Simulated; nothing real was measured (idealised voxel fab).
Presented below is a process module, voxel wiring stack.
The figure presents cross-section cut, which has a width of 250 nm and is divided into square cells with an edge length of 5 nm.
How to read a cross-section here: the picture is a grid of square cells, written as bands going from the top down, and any band can span one or more rows of cells.
Basically the band line says how high the top is and how high the bottom is, in nm, and then what's in it from left to right, every material with its width in nm. Empty space shows up as "empty", and if a single material carries "edge to edge" it runs the full band edge to edge.
For the purposes of this specification, 0 denotes the height below which the wafer in its as-received condition is composed wholly of one material, and the lowermost band, lacking a lower limit, extends downward without end, as expressed in "0 -> down".
So if you see something like "30..40" for the width, read it as the top row of the band sitting at the first number and the bottom row at the second, with every row in between moving by the same amount as the last.
When a step is marked "same as before", none of the cells in the cross-section changed during that step.
The list in "Closed internal cavities" covers empty spaces of 8 cells or more that cannot reach the top through any open way, and it gives each as width x height at distance; the distance is from the left edge, and width, height and distance are in nm.
Whatever follows a step's settings on its line is a remark the simulator itself makes about that step.
Steps that use a mask can have "overlay nm" on their line. It says how far the mask sat to the right of where it was meant to be. Negative means to the left.

## The steps planned for the process are as follows
1 RECEIVE,material Si
2 CONFORMAL_DEP,material SiO2,thk nm 15
3 CONFORMAL_DEP,material SiN,thk nm 5
4 DIRECTIONAL_DEP,material lowk,thk nm 25
5 DIRECTIONAL_DEP,material aC,thk nm 10
6 PATTERN,tone open,mask id METAL_1,material resist,width nm 25,pitch nm 45,thk nm 25,overlay nm 0
7 DIRECTIONAL_ETCH,etch materials aC,depth nm 10
8 STRIP,etch materials resist
9 DIRECTIONAL_ETCH,etch materials lowk,depth nm 25
10 DIRECTIONAL_ETCH,etch materials SiN,depth nm 5
11 STRIP,etch materials aC
12 CONFORMAL_DEP,material TiN,thk nm 5
13 FILL_DEP,material W,thk nm 10
14 CMP,height nm 45
15 CONFORMAL_DEP,material SiCN,thk nm 5
16 DIRECTIONAL_DEP,material lowk,thk nm 20
17 MASKED_ETCH,tone open,mask id PLUG_1,width nm 15,pitch nm 90,etch materials lowk,depth nm 20,overlay nm 0
18 MASKED_ETCH,tone open,mask id PLUG_1,width nm 15,pitch nm 90,etch materials SiCN,depth nm 5,overlay nm 0
19 EPI,material Ru,thk nm 10
20 EPI,material Ru,thk nm 10
21 EPI,material Ru,thk nm 5
22 CONFORMAL_DEP,material SiN,thk nm 5
23 DIRECTIONAL_DEP,material lowk,thk nm 25
24 MASKED_ETCH,tone open,mask id METAL_2,width nm 25,pitch nm 45,etch materials lowk,depth nm 25,overlay nm 0
25 MASKED_ETCH,tone open,mask id METAL_2,width nm 25,pitch nm 45,etch materials SiN,depth nm 5,overlay nm 0
26 CONFORMAL_DEP,material TiN,thk nm 5
27 FILL_DEP,material Ru,thk nm 10
28 CMP,height nm 100
29 CONFORMAL_DEP,material SiCN,thk nm 5
30 DIRECTIONAL_DEP,material lowk,thk nm 10
31 PATTERN,tone open,mask id PLUG_2,material resist,width nm 15,pitch nm 45,thk nm 20,overlay nm 0
32 DIRECTIONAL_ETCH,etch materials lowk,depth nm 10
33 DIRECTIONAL_ETCH,etch materials SiCN,depth nm 5
34 STRIP,etch materials resist
35 CONFORMAL_DEP,material TiN,thk nm 5
36 FILL_DEP,material W,thk nm 10
37 CMP,height nm 115
38 DIRECTIONAL_DEP,material TiN,thk nm 5
39 DIRECTIONAL_DEP,material W,thk nm 15
40 DIRECTIONAL_DEP,material aC,thk nm 10
41 PATTERN,tone cover,mask id METAL_3,material resist,width nm 25,pitch nm 45,thk nm 30,overlay nm 0
42 DIRECTIONAL_ETCH,etch materials aC,depth nm 10
43 STRIP,etch materials resist
44 DIRECTIONAL_ETCH,etch materials W,depth nm 15
45 DIRECTIONAL_ETCH,etch materials TiN,depth nm 5
46 STRIP,etch materials aC
47 FILL_DEP,material lowk,thk nm 10
48 CMP,height nm 135
49 CONFORMAL_DEP,material SiN,thk nm 5

## First of two wafers, processed according to plan

## Wafer as received: cross-section following step 1
0 -> down  Si edge to edge
Closed internal cavities: none

## Cross-sectional representation of the wafer at the conclusion of step 2
15 -> 0  SiO2 edge to edge
below 0: unchanged

## Cross-sectional representation of the wafer at the conclusion of step 3
20 -> 15  SiN edge to edge
below 15: unchanged

## Cross-sectional representation of the wafer at the conclusion of step 4
45 -> 20  lowk edge to edge
below 20: unchanged

## Cross-sectional representation of the wafer at the conclusion of step 5
55 -> 45  aC edge to edge
below 45: unchanged

## Cross-sectional representation of the wafer at the conclusion of step 6
80 -> 55  resist (45); empty (25); resist (20); empty (25); resist (20); empty (25); resist (20); empty (25); resist (45)
below 55: unchanged

## Cross-sectional representation of the wafer at the conclusion of step 7
70 -> 55  resist (45); empty (25); resist (20); empty (25); resist (20); empty (25); resist (20); empty (25); resist (45)
55 -> 45  aC (45); empty (25); aC (20); empty (25); aC (20); empty (25); aC (20); empty (25); aC (45)
below 45: unchanged

## Cross-sectional representation of the wafer at the conclusion of step 8
55 -> 45  aC (45); empty (25); aC (20); empty (25); aC (20); empty (25); aC (20); empty (25); aC (45)
below 45: unchanged

## Cross-sectional representation of the wafer at the conclusion of step 9
55 -> 45  aC (45); empty (25); aC (20); empty (25); aC (20); empty (25); aC (20); empty (25); aC (45)
45 -> 20  lowk (45); empty (25); lowk (20); empty (25); lowk (20); empty (25); lowk (20); empty (25); lowk (45)
below 20: unchanged

## Cross-sectional representation of the wafer at the conclusion of step 10
55 -> 45  aC (45); empty (25); aC (20); empty (25); aC (20); empty (25); aC (20); empty (25); aC (45)
45 -> 20  lowk (45); empty (25); lowk (20); empty (25); lowk (20); empty (25); lowk (20); empty (25); lowk (45)
20 -> 15  SiN (45); empty (25); SiN (20); empty (25); SiN (20); empty (25); SiN (20); empty (25); SiN (45)
below 15: unchanged

## Cross-sectional representation of the wafer at the conclusion of step 11
45 -> 20  lowk (45); empty (25); lowk (20); empty (25); lowk (20); empty (25); lowk (20); empty (25); lowk (45)
below 20: unchanged

## Cross-sectional representation of the wafer at the conclusion of step 12
50 -> 45  TiN (50); empty (15); TiN (30); empty (15); TiN (30); empty (15); TiN (30); empty (15); TiN (50)
45 -> 20  lowk (45); TiN (5); empty (15); TiN (5); lowk (20); TiN (5); empty (15); TiN (5); lowk (20); TiN (5); empty (15); TiN (5); lowk (20); TiN (5); empty (15); TiN (5); lowk (45)
20 -> 15  SiN (45); TiN (25); SiN (20); TiN (25); SiN (20); TiN (25); SiN (20); TiN (25); SiN (45)
below 15: unchanged

## Cross-sectional representation of the wafer at the conclusion of step 13
60 -> 50  W edge to edge
50 -> 45  TiN (50); W (15); TiN (30); W (15); TiN (30); W (15); TiN (30); W (15); TiN (50)
45 -> 20  lowk (45); TiN (5); W (15); TiN (5); lowk (20); TiN (5); W (15); TiN (5); lowk (20); TiN (5); W (15); TiN (5); lowk (20); TiN (5); W (15); TiN (5); lowk (45)
below 20: unchanged

## Cross-sectional representation of the wafer at the conclusion of step 14
45 -> 20  lowk (45); TiN (5); W (15); TiN (5); lowk (20); TiN (5); W (15); TiN (5); lowk (20); TiN (5); W (15); TiN (5); lowk (20); TiN (5); W (15); TiN (5); lowk (45)
below 20: unchanged

## Cross-sectional representation of the wafer at the conclusion of step 15
50 -> 45  SiCN edge to edge
below 45: unchanged

## Cross-sectional representation of the wafer at the conclusion of step 16
70 -> 50  lowk edge to edge
below 50: unchanged

## Cross-sectional representation of the wafer at the conclusion of step 17
70 -> 50  lowk (45); empty (15); lowk (75); empty (15); lowk (100)
below 50: unchanged

## Cross-sectional representation of the wafer at the conclusion of step 18
70 -> 50  lowk (45); empty (15); lowk (75); empty (15); lowk (100)
50 -> 45  SiCN (45); empty (15); SiCN (75); empty (15); SiCN (100)
below 45: unchanged

## Cross-sectional representation of the wafer at the conclusion of step 19
70 -> 55  lowk (45); empty (15); lowk (75); empty (15); lowk (100)
55 -> 50  lowk (45); Ru (15); lowk (75); Ru (15); lowk (100)
50 -> 45  SiCN (45); Ru (15); SiCN (75); Ru (15); SiCN (100)
below 45: unchanged

## Cross-sectional representation of the wafer at the conclusion of step 20
70 -> 65  lowk (45); empty (15); lowk (75); empty (15); lowk (100)
65 -> 50  lowk (45); Ru (15); lowk (75); Ru (15); lowk (100)
below 50: unchanged

## Cross-sectional representation of the wafer at the conclusion of step 21
70 -> 50  lowk (45); Ru (15); lowk (75); Ru (15); lowk (100)
below 50: unchanged

## Cross-sectional representation of the wafer at the conclusion of step 22
75 -> 70  SiN edge to edge
below 70: unchanged

## Cross-sectional representation of the wafer at the conclusion of step 23
100 -> 75  lowk edge to edge
below 75: unchanged

## Cross-sectional representation of the wafer at the conclusion of step 24
100 -> 75  lowk (45); empty (25); lowk (20); empty (25); lowk (20); empty (25); lowk (20); empty (25); lowk (45)
below 75: unchanged

## Cross-sectional representation of the wafer at the conclusion of step 25
100 -> 75  lowk (45); empty (25); lowk (20); empty (25); lowk (20); empty (25); lowk (20); empty (25); lowk (45)
75 -> 70  SiN (45); empty (25); SiN (20); empty (25); SiN (20); empty (25); SiN (20); empty (25); SiN (45)
below 70: unchanged

## Cross-sectional representation of the wafer at the conclusion of step 26
105 -> 100  TiN (50); empty (15); TiN (30); empty (15); TiN (30); empty (15); TiN (30); empty (15); TiN (50)
100 -> 75  lowk (45); TiN (5); empty (15); TiN (5); lowk (20); TiN (5); empty (15); TiN (5); lowk (20); TiN (5); empty (15); TiN (5); lowk (20); TiN (5); empty (15); TiN (5); lowk (45)
75 -> 70  SiN (45); TiN (25); SiN (20); TiN (25); SiN (20); TiN (25); SiN (20); TiN (25); SiN (45)
below 70: unchanged

## Cross-sectional representation of the wafer at the conclusion of step 27
115 -> 105  Ru edge to edge
105 -> 100  TiN (50); Ru (15); TiN (30); Ru (15); TiN (30); Ru (15); TiN (30); Ru (15); TiN (50)
100 -> 75  lowk (45); TiN (5); Ru (15); TiN (5); lowk (20); TiN (5); Ru (15); TiN (5); lowk (20); TiN (5); Ru (15); TiN (5); lowk (20); TiN (5); Ru (15); TiN (5); lowk (45)
below 75: unchanged

## Cross-sectional representation of the wafer at the conclusion of step 28
100 -> 75  lowk (45); TiN (5); Ru (15); TiN (5); lowk (20); TiN (5); Ru (15); TiN (5); lowk (20); TiN (5); Ru (15); TiN (5); lowk (20); TiN (5); Ru (15); TiN (5); lowk (45)
below 75: unchanged

## Cross-sectional representation of the wafer at the conclusion of step 29
105 -> 100  SiCN edge to edge
below 100: unchanged

## Cross-sectional representation of the wafer at the conclusion of step 30
115 -> 105  lowk edge to edge
below 105: unchanged

## Cross-sectional representation of the wafer at the conclusion of step 31
135 -> 115  resist (45); empty (15); resist (30); empty (15); resist (30); empty (15); resist (30); empty (15); resist (55)
below 115: unchanged

## Cross-sectional representation of the wafer at the conclusion of step 32
135 -> 115  resist (45); empty (15); resist (30); empty (15); resist (30); empty (15); resist (30); empty (15); resist (55)
115 -> 105  lowk (45); empty (15); lowk (30); empty (15); lowk (30); empty (15); lowk (30); empty (15); lowk (55)
below 105: unchanged

## Cross-sectional representation of the wafer at the conclusion of step 33
135 -> 115  resist (45); empty (15); resist (30); empty (15); resist (30); empty (15); resist (30); empty (15); resist (55)
115 -> 105  lowk (45); empty (15); lowk (30); empty (15); lowk (30); empty (15); lowk (30); empty (15); lowk (55)
105 -> 100  SiCN (45); empty (15); SiCN (30); empty (15); SiCN (30); empty (15); SiCN (30); empty (15); SiCN (55)
below 100: unchanged

## Cross-sectional representation of the wafer at the conclusion of step 34
115 -> 105  lowk (45); empty (15); lowk (30); empty (15); lowk (30); empty (15); lowk (30); empty (15); lowk (55)
below 105: unchanged

## Cross-sectional representation of the wafer at the conclusion of step 35
120 -> 115  TiN (50); empty (5); TiN (40); empty (5); TiN (40); empty (5); TiN (40); empty (5); TiN (60)
115 -> 105  lowk (45); TiN (5); empty (5); TiN (5); lowk (30); TiN (5); empty (5); TiN (5); lowk (30); TiN (5); empty (5); TiN (5); lowk (30); TiN (5); empty (5); TiN (5); lowk (55)
105 -> 100  SiCN (45); TiN (15); SiCN (30); TiN (15); SiCN (30); TiN (15); SiCN (30); TiN (15); SiCN (55)
below 100: unchanged

## Cross-sectional representation of the wafer at the conclusion of step 36
130 -> 120  W edge to edge
120 -> 115  TiN (50); W (5); TiN (40); W (5); TiN (40); W (5); TiN (40); W (5); TiN (60)
115 -> 105  lowk (45); TiN (5); W (5); TiN (5); lowk (30); TiN (5); W (5); TiN (5); lowk (30); TiN (5); W (5); TiN (5); lowk (30); TiN (5); W (5); TiN (5); lowk (55)
below 105: unchanged

## Cross-sectional representation of the wafer at the conclusion of step 37
115 -> 105  lowk (45); TiN (5); W (5); TiN (5); lowk (30); TiN (5); W (5); TiN (5); lowk (30); TiN (5); W (5); TiN (5); lowk (30); TiN (5); W (5); TiN (5); lowk (55)
below 105: unchanged

## Cross-sectional representation of the wafer at the conclusion of step 38
120 -> 115  TiN edge to edge
below 115: unchanged

## Cross-sectional representation of the wafer at the conclusion of step 39
135 -> 120  W edge to edge
below 120: unchanged

## Cross-sectional representation of the wafer at the conclusion of step 40
145 -> 135  aC edge to edge
below 135: unchanged

## Cross-sectional representation of the wafer at the conclusion of step 41
175 -> 145  empty (45); resist (25); empty (20); resist (25); empty (20); resist (25); empty (20); resist (25); empty (45)
below 145: unchanged

## Cross-sectional representation of the wafer at the conclusion of step 42
165 -> 145  empty (45); resist (25); empty (20); resist (25); empty (20); resist (25); empty (20); resist (25); empty (45)
145 -> 135  empty (45); aC (25); empty (20); aC (25); empty (20); aC (25); empty (20); aC (25); empty (45)
below 135: unchanged

## Cross-sectional representation of the wafer at the conclusion of step 43
145 -> 135  empty (45); aC (25); empty (20); aC (25); empty (20); aC (25); empty (20); aC (25); empty (45)
below 135: unchanged

## Cross-sectional representation of the wafer at the conclusion of step 44
145 -> 135  empty (45); aC (25); empty (20); aC (25); empty (20); aC (25); empty (20); aC (25); empty (45)
135 -> 120  empty (45); W (25); empty (20); W (25); empty (20); W (25); empty (20); W (25); empty (45)
below 120: unchanged

## Cross-sectional representation of the wafer at the conclusion of step 45
145 -> 135  empty (45); aC (25); empty (20); aC (25); empty (20); aC (25); empty (20); aC (25); empty (45)
135 -> 120  empty (45); W (25); empty (20); W (25); empty (20); W (25); empty (20); W (25); empty (45)
120 -> 115  empty (45); TiN (25); empty (20); TiN (25); empty (20); TiN (25); empty (20); TiN (25); empty (45)
below 115: unchanged

## Cross-sectional representation of the wafer at the conclusion of step 46
135 -> 120  empty (45); W (25); empty (20); W (25); empty (20); W (25); empty (20); W (25); empty (45)
below 120: unchanged

## Cross-sectional representation of the wafer at the conclusion of step 47
145 -> 135  lowk edge to edge
135 -> 120  lowk (45); W (25); lowk (20); W (25); lowk (20); W (25); lowk (20); W (25); lowk (45)
120 -> 115  lowk (45); TiN (25); lowk (20); TiN (25); lowk (20); TiN (25); lowk (20); TiN (25); lowk (45)
below 115: unchanged

## Cross-sectional representation of the wafer at the conclusion of step 48
135 -> 120  lowk (45); W (25); lowk (20); W (25); lowk (20); W (25); lowk (20); W (25); lowk (45)
below 120: unchanged

## Cross-sectional representation of the wafer at the conclusion of step 49
140 -> 135  SiN edge to edge
below 135: unchanged

## The second wafer: identical to the first at the outset and in its planned sequence, differing only in that one mistake was made during processing; up to and including step 16, its path is the first wafer's path

## Look at the second wafer in cross-section at the time step 17 ought to have finished
70 -> 50  empty (45); lowk (15); empty (75); lowk (15); empty (100)
below 50: unchanged

Look at the second wafer in cross-section at the time step 18 ought to have finished: same as before

Look at the second wafer in cross-section at the time step 19 ought to have finished: same as before

Look at the second wafer in cross-section at the time step 20 ought to have finished: same as before

Look at the second wafer in cross-section at the time step 21 ought to have finished: same as before

## Look at the second wafer in cross-section at the time step 22 ought to have finished
75 -> 70  empty (40); SiN (25); empty (65); SiN (25); empty (95)
70 -> 55  empty (40); SiN (5); lowk (15); SiN (5); empty (65); SiN (5); lowk (15); SiN (5); empty (95)
55 -> 50  SiN (45); lowk (15); SiN (75); lowk (15); SiN (100)
below 50: unchanged

## Look at the second wafer in cross-section at the time step 23 ought to have finished
100 -> 80  empty (40); lowk (25); empty (65); lowk (25); empty (95)
80 -> 75  lowk edge to edge
75 -> 70  lowk (40); SiN (25); lowk (65); SiN (25); lowk (95)
70 -> 55  lowk (40); SiN (5); lowk (15); SiN (5); lowk (65); SiN (5); lowk (15); SiN (5); lowk (95)
below 55: unchanged

## Look at the second wafer in cross-section at the time step 24 ought to have finished
100 -> 80  empty (40); lowk (5); empty (85); lowk (5); empty (115)
80 -> 75  lowk (45); empty (25); lowk (20); empty (25); lowk (20); empty (25); lowk (20); empty (25); lowk (45)
75 -> 70  lowk (40); SiN (25); empty (5); lowk (20); empty (25); lowk (15); SiN (25); empty (5); lowk (20); empty (25); lowk (45)
70 -> 55  lowk (40); SiN (5); lowk (15); SiN (5); empty (5); lowk (20); empty (25); lowk (15); SiN (5); lowk (15); SiN (5); empty (5); lowk (20); empty (25); lowk (45)
below 55: unchanged

## Look at the second wafer in cross-section at the time step 25 ought to have finished
100 -> 80  empty (40); lowk (5); empty (85); lowk (5); empty (115)
80 -> 75  lowk (45); empty (25); lowk (20); empty (25); lowk (20); empty (25); lowk (20); empty (25); lowk (45)
75 -> 70  lowk (40); SiN (5); empty (25); lowk (20); empty (25); lowk (15); SiN (5); empty (25); lowk (20); empty (25); lowk (45)
70 -> 55  lowk (40); SiN (5); lowk (15); SiN (5); empty (5); lowk (20); empty (25); lowk (15); SiN (5); lowk (15); SiN (5); empty (5); lowk (20); empty (25); lowk (45)
55 -> 50  SiN (45); lowk (15); SiN (5); empty (5); SiN (20); empty (25); SiN (20); lowk (15); SiN (5); empty (5); SiN (20); empty (25); SiN (45)
below 50: unchanged

## Look at the second wafer in cross-section at the time step 26 ought to have finished
105 -> 100  empty (35); TiN (15); empty (75); TiN (15); empty (110)
100 -> 85  empty (35); TiN (5); lowk (5); TiN (5); empty (75); TiN (5); lowk (5); TiN (5); empty (110)
85 -> 80  TiN (40); lowk (5); TiN (5); empty (15); TiN (30); empty (15); TiN (20); lowk (5); TiN (5); empty (15); TiN (30); empty (15); TiN (50)
80 -> 75  lowk (45); TiN (5); empty (15); TiN (5); lowk (20); TiN (5); empty (15); TiN (5); lowk (20); TiN (5); empty (15); TiN (5); lowk (20); TiN (5); empty (15); TiN (5); lowk (45)
75 -> 70  lowk (40); SiN (5); TiN (25); lowk (20); TiN (5); empty (15); TiN (5); lowk (15); SiN (5); TiN (25); lowk (20); TiN (5); empty (15); TiN (5); lowk (45)
70 -> 55  lowk (40); SiN (5); lowk (15); SiN (5); TiN (5); lowk (20); TiN (5); empty (15); TiN (5); lowk (15); SiN (5); lowk (15); SiN (5); TiN (5); lowk (20); TiN (5); empty (15); TiN (5); lowk (45)
55 -> 50  SiN (45); lowk (15); SiN (5); TiN (5); SiN (20); TiN (25); SiN (20); lowk (15); SiN (5); TiN (5); SiN (20); TiN (25); SiN (45)
below 50: unchanged

## Look at the second wafer in cross-section at the time step 27 ought to have finished
115 -> 105  Ru edge to edge
105 -> 100  Ru (35); TiN (15); Ru (75); TiN (15); Ru (110)
100 -> 85  Ru (35); TiN (5); lowk (5); TiN (5); Ru (75); TiN (5); lowk (5); TiN (5); Ru (110)
85 -> 80  TiN (40); lowk (5); TiN (5); Ru (15); TiN (30); Ru (15); TiN (20); lowk (5); TiN (5); Ru (15); TiN (30); Ru (15); TiN (50)
80 -> 75  lowk (45); TiN (5); Ru (15); TiN (5); lowk (20); TiN (5); Ru (15); TiN (5); lowk (20); TiN (5); Ru (15); TiN (5); lowk (20); TiN (5); Ru (15); TiN (5); lowk (45)
75 -> 70  lowk (40); SiN (5); TiN (25); lowk (20); TiN (5); Ru (15); TiN (5); lowk (15); SiN (5); TiN (25); lowk (20); TiN (5); Ru (15); TiN (5); lowk (45)
70 -> 55  lowk (40); SiN (5); lowk (15); SiN (5); TiN (5); lowk (20); TiN (5); Ru (15); TiN (5); lowk (15); SiN (5); lowk (15); SiN (5); TiN (5); lowk (20); TiN (5); Ru (15); TiN (5); lowk (45)
below 55: unchanged

## Look at the second wafer in cross-section at the time step 28 ought to have finished
100 -> 85  Ru (35); TiN (5); lowk (5); TiN (5); Ru (75); TiN (5); lowk (5); TiN (5); Ru (110)
below 85: unchanged

## Look at the second wafer in cross-section at the time step 29 ought to have finished
105 -> 100  SiCN edge to edge
below 100: unchanged

## Look at the second wafer in cross-section at the time step 30 ought to have finished
115 -> 105  lowk edge to edge
below 105: unchanged

## Look at the second wafer in cross-section at the time step 31 ought to have finished
135 -> 115  resist (45); empty (15); resist (30); empty (15); resist (30); empty (15); resist (30); empty (15); resist (55)
below 115: unchanged

## Look at the second wafer in cross-section at the time step 32 ought to have finished
135 -> 115  resist (45); empty (15); resist (30); empty (15); resist (30); empty (15); resist (30); empty (15); resist (55)
115 -> 105  lowk (45); empty (15); lowk (30); empty (15); lowk (30); empty (15); lowk (30); empty (15); lowk (55)
below 105: unchanged

## Look at the second wafer in cross-section at the time step 33 ought to have finished
135 -> 115  resist (45); empty (15); resist (30); empty (15); resist (30); empty (15); resist (30); empty (15); resist (55)
115 -> 105  lowk (45); empty (15); lowk (30); empty (15); lowk (30); empty (15); lowk (30); empty (15); lowk (55)
105 -> 100  SiCN (45); empty (15); SiCN (30); empty (15); SiCN (30); empty (15); SiCN (30); empty (15); SiCN (55)
below 100: unchanged

## Look at the second wafer in cross-section at the time step 34 ought to have finished
115 -> 105  lowk (45); empty (15); lowk (30); empty (15); lowk (30); empty (15); lowk (30); empty (15); lowk (55)
below 105: unchanged

## Look at the second wafer in cross-section at the time step 35 ought to have finished
120 -> 115  TiN (50); empty (5); TiN (40); empty (5); TiN (40); empty (5); TiN (40); empty (5); TiN (60)
115 -> 105  lowk (45); TiN (5); empty (5); TiN (5); lowk (30); TiN (5); empty (5); TiN (5); lowk (30); TiN (5); empty (5); TiN (5); lowk (30); TiN (5); empty (5); TiN (5); lowk (55)
105 -> 100  SiCN (45); TiN (15); SiCN (30); TiN (15); SiCN (30); TiN (15); SiCN (30); TiN (15); SiCN (55)
below 100: unchanged

## Look at the second wafer in cross-section at the time step 36 ought to have finished
130 -> 120  W edge to edge
120 -> 115  TiN (50); W (5); TiN (40); W (5); TiN (40); W (5); TiN (40); W (5); TiN (60)
115 -> 105  lowk (45); TiN (5); W (5); TiN (5); lowk (30); TiN (5); W (5); TiN (5); lowk (30); TiN (5); W (5); TiN (5); lowk (30); TiN (5); W (5); TiN (5); lowk (55)
below 105: unchanged

## Look at the second wafer in cross-section at the time step 37 ought to have finished
115 -> 105  lowk (45); TiN (5); W (5); TiN (5); lowk (30); TiN (5); W (5); TiN (5); lowk (30); TiN (5); W (5); TiN (5); lowk (30); TiN (5); W (5); TiN (5); lowk (55)
below 105: unchanged

## Look at the second wafer in cross-section at the time step 38 ought to have finished
120 -> 115  TiN edge to edge
below 115: unchanged

## Look at the second wafer in cross-section at the time step 39 ought to have finished
135 -> 120  W edge to edge
below 120: unchanged

## Look at the second wafer in cross-section at the time step 40 ought to have finished
145 -> 135  aC edge to edge
below 135: unchanged

## Look at the second wafer in cross-section at the time step 41 ought to have finished
175 -> 145  empty (45); resist (25); empty (20); resist (25); empty (20); resist (25); empty (20); resist (25); empty (45)
below 145: unchanged

## Look at the second wafer in cross-section at the time step 42 ought to have finished
165 -> 145  empty (45); resist (25); empty (20); resist (25); empty (20); resist (25); empty (20); resist (25); empty (45)
145 -> 135  empty (45); aC (25); empty (20); aC (25); empty (20); aC (25); empty (20); aC (25); empty (45)
below 135: unchanged

## Look at the second wafer in cross-section at the time step 43 ought to have finished
145 -> 135  empty (45); aC (25); empty (20); aC (25); empty (20); aC (25); empty (20); aC (25); empty (45)
below 135: unchanged

## Look at the second wafer in cross-section at the time step 44 ought to have finished
145 -> 135  empty (45); aC (25); empty (20); aC (25); empty (20); aC (25); empty (20); aC (25); empty (45)
135 -> 120  empty (45); W (25); empty (20); W (25); empty (20); W (25); empty (20); W (25); empty (45)
below 120: unchanged

## Look at the second wafer in cross-section at the time step 45 ought to have finished
145 -> 135  empty (45); aC (25); empty (20); aC (25); empty (20); aC (25); empty (20); aC (25); empty (45)
135 -> 120  empty (45); W (25); empty (20); W (25); empty (20); W (25); empty (20); W (25); empty (45)
120 -> 115  empty (45); TiN (25); empty (20); TiN (25); empty (20); TiN (25); empty (20); TiN (25); empty (45)
below 115: unchanged

## Look at the second wafer in cross-section at the time step 46 ought to have finished
135 -> 120  empty (45); W (25); empty (20); W (25); empty (20); W (25); empty (20); W (25); empty (45)
below 120: unchanged

## Look at the second wafer in cross-section at the time step 47 ought to have finished
145 -> 135  lowk edge to edge
135 -> 120  lowk (45); W (25); lowk (20); W (25); lowk (20); W (25); lowk (20); W (25); lowk (45)
120 -> 115  lowk (45); TiN (25); lowk (20); TiN (25); lowk (20); TiN (25); lowk (20); TiN (25); lowk (45)
below 115: unchanged

## Look at the second wafer in cross-section at the time step 48 ought to have finished
135 -> 120  lowk (45); W (25); lowk (20); W (25); lowk (20); W (25); lowk (20); W (25); lowk (45)
below 120: unchanged

## Look at the second wafer in cross-section at the time step 49 ought to have finished
140 -> 135  SiN edge to edge
below 135: unchanged
Deviation noted in wafer processing: step 17 ran differently from the plan; actual operation with settings: MASKED_ETCH,tone cover,mask id PLUG_1,width nm 15,pitch nm 90,etch materials lowk,depth nm 20,overlay nm 0
Final wafer comparison in cells, second versus first, more or fewer per material: 90 more of Ru | 6 more of SiCN | 16 more of SiN | 40 more of TiN | 152 fewer of lowk
